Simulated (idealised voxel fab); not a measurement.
Process module heading - voxel capacitor over wiring
Section shown: cut. Width: 155 nm. Cell size: 5 nm, square.
Reading order for cross-sections: top band down to bottom band. Underlying form: a grid of square cells. Band size: one or more rows of cells. Band: top and bottom heights (nm) first, top before bottom; then materials from left to right, widths in nm. "edge to edge" marks a sole material filling the band edge to edge. "air" denotes empty space. Counting heights begins at 0, where everything beneath is, in the wafer as received, one material. The lowest band has no bottom; it goes on downwards, as "from 0 down" shows. Graded width ("30->40"): value in top row of band = first number; value in bottom row = second number; row-to-row change constant. It should be understood that the words "all unchanged", when stated for a given step, signify that the cross-section underwent no change in any of its cells during that step. Each empty space that has no open way to the top and spans at least 8 cells appears under "Enclosed cavities" as width x height at distance, the distance counted from the left edge, all in nm. That trailing text on a step's line, after the settings, is the simulator's own remark on the step. The "overlay nm" setting may appear on a step's line; for a step that uses a mask, it gives how far to the right of its planned position the mask lay, and a negative value indicates the left.

[Steps in the process plan]
1: RECEIVE (material Si)
2: CONFORMAL_DEP (material SiO2; thk nm 15)
3: CONFORMAL_DEP (material SiCN; thk nm 5)
4: DIRECTIONAL_DEP (material SiO2; thk nm 15)
5: PATTERN (tone open; mask id METAL_1; material resist; width nm 25; pitch nm 90; thk nm 20; overlay nm 0)
6: DIRECTIONAL_ETCH (etch materials SiO2; depth nm 15)
7: DIRECTIONAL_ETCH (etch materials SiCN; depth nm 5)
8: STRIP (etch materials resist)
9: CONFORMAL_DEP (material TiN; thk nm 5)
10: FILL_DEP (material Ru; thk nm 10)
11: CMP (height nm 35)
12: CONFORMAL_DEP (material SiCN; thk nm 5)
13: DIRECTIONAL_DEP (material SiO2; thk nm 15)
14: DIRECTIONAL_DEP (material aC; thk nm 10)
15: PATTERN (tone open; mask id PLUG_1; material resist; width nm 15; thk nm 25; overlay nm -15)
16: DIRECTIONAL_ETCH (etch materials aC; depth nm 10)
17: STRIP (etch materials resist)
18: DIRECTIONAL_ETCH (etch materials SiO2; depth nm 15)
19: DIRECTIONAL_ETCH (etch materials SiCN; depth nm 5)
20: STRIP (etch materials aC)
21: EPI (material Ru; thk nm 10)
22: EPI (material Ru; thk nm 10)
23: DIRECTIONAL_DEP (material TiN; thk nm 10)
24: DIRECTIONAL_DEP (material HfO2; thk nm 5)
25: DIRECTIONAL_DEP (material TiN; thk nm 5)
26: PATTERN (tone cover; mask id UPPER_PLATE; material resist; width nm 70; thk nm 15; overlay nm 0)
27: DIRECTIONAL_ETCH (etch materials TiN; depth nm 5)
28: DIRECTIONAL_ETCH (etch materials HfO2; depth nm 5)
29: STRIP (etch materials resist)
30: PATTERN (tone cover; mask id LOWER_PLATE; material resist; width nm 80; thk nm 20; overlay nm 0)
31: DIRECTIONAL_ETCH (etch materials TiN; depth nm 10)
32: STRIP (etch materials resist)
33: FILL_DEP (material SiO2; thk nm 20)
34: CMP (height nm 90)
35: PATTERN (tone open; mask id PLUG_2; material resist; width nm 15; thk nm 20; overlay nm 0)
36: DIRECTIONAL_ETCH (etch materials SiO2; depth nm 15)
37: STRIP (etch materials resist)
38: CONFORMAL_DEP (material TiN; thk nm 5)
39: FILL_DEP (material Ru; thk nm 10)
40: CMP (height nm 90)
41: CONFORMAL_DEP (material SiCN; thk nm 5)
For clarity, it should be stated that the wafers under discussion commence in an identical condition and differ with respect to the overlay nm of step 15, the plan indicating the value that the first wafer had.

[After step 1, as received: first of several wafers, cross-section]
> from 0 down: Si edge to edge
> Enclosed cavities: none

[Cross-section, first of several wafers, end of module, after last step 41]
> from 95 to 90: SiCN edge to edge
> from 90 to 80: SiO2 (40); TiN (5); Ru (5); TiN (5); SiO2 (100)
> from 80 to 70: SiO2 (40->30); TiN (15->70); SiO2 (100->55)
> from 70 to 65: SiO2 (30); HfO2 (70); SiO2 (55)
> from 65 to 55: SiO2 (25); TiN (80); SiO2 (50)
> from 55 to 40: SiO2 (15); Ru (15); SiO2 (125)
> from 40 to 35: SiCN (15); Ru (15); SiCN (125)
> from 35 to 20: SiO2 (20); TiN (5); Ru (15); TiN (5); SiO2 (65); TiN (5); Ru (15); TiN (5); SiO2 (20)
> from 20 to 15: SiCN (20); TiN (25); SiCN (65); TiN (25); SiCN (20)
> from 15 to 0: SiO2 edge to edge
> from 0 down: Si edge to edge
> Enclosed cavities: none

[Last wafer of the set, cross-sectioned at end of module]
> from 95 to 90: SiCN edge to edge
> from 90 to 80: SiO2 (40); TiN (5); Ru (5); TiN (5); SiO2 (100)
> from 80 to 75: SiO2 (40); TiN (15); SiO2 (100)
> from 75 to 70: SiO2 (30); TiN (15); SiO2 (15); TiN (40); SiO2 (55)
> from 70 to 65: SiO2 (30); HfO2 (15); SiO2 (15); HfO2 (40); SiO2 (55)
> from 65 to 55: SiO2 (25); TiN (20); SiO2 (15); TiN (45); SiO2 (50)
> from 55 to 50: SiO2 (45); TiN (15); SiO2 (95)
> from 50 to 45: SiO2 (45); HfO2 (15); SiO2 (95)
> from 45 to 40: SiO2 (45); TiN (15); SiO2 (95)
> from 40 to 35: SiCN (45); TiN (15); SiCN (95)
> from 35 to 20: SiO2 (20); TiN (5); Ru (15); TiN (5); SiO2 (65); TiN (5); Ru (15); TiN (5); SiO2 (20)
> from 20 to 15: SiCN (20); TiN (25); SiCN (65); TiN (25); SiCN (20)
> from 15 to 0: SiO2 edge to edge
> from 0 down: Si edge to edge
> Enclosed cavities: none

[The table below has one row for each wafer; a row shows, as of the end of the module, how many cells of each material the wafer has gained, marked (+), or lost, marked (-), since it was received, and then the wafer's closed voids]
overlay nm -15; +14 HfO2; +32 Ru; +80 SiCN; +388 SiO2; +75 TiN; Enclosed cavities: none
overlay nm -10; +14 HfO2; +32 Ru; +80 SiCN; +388 SiO2; +75 TiN; Enclosed cavities: none
overlay nm -5; +14 HfO2; +32 Ru; +80 SiCN; +388 SiO2; +75 TiN; Enclosed cavities: none
overlay nm 0; +14 HfO2; +32 Ru; +80 SiCN; +388 SiO2; +75 TiN; Enclosed cavities: none
overlay nm 5; +14 HfO2; +32 Ru; +80 SiCN; +388 SiO2; +75 TiN; Enclosed cavities: none
overlay nm 10; +14 HfO2; +32 Ru; +80 SiCN; +388 SiO2; +75 TiN; Enclosed cavities: none
overlay nm 15; +14 HfO2; +20 Ru; +80 SiCN; +400 SiO2; +75 TiN; Enclosed cavities: none
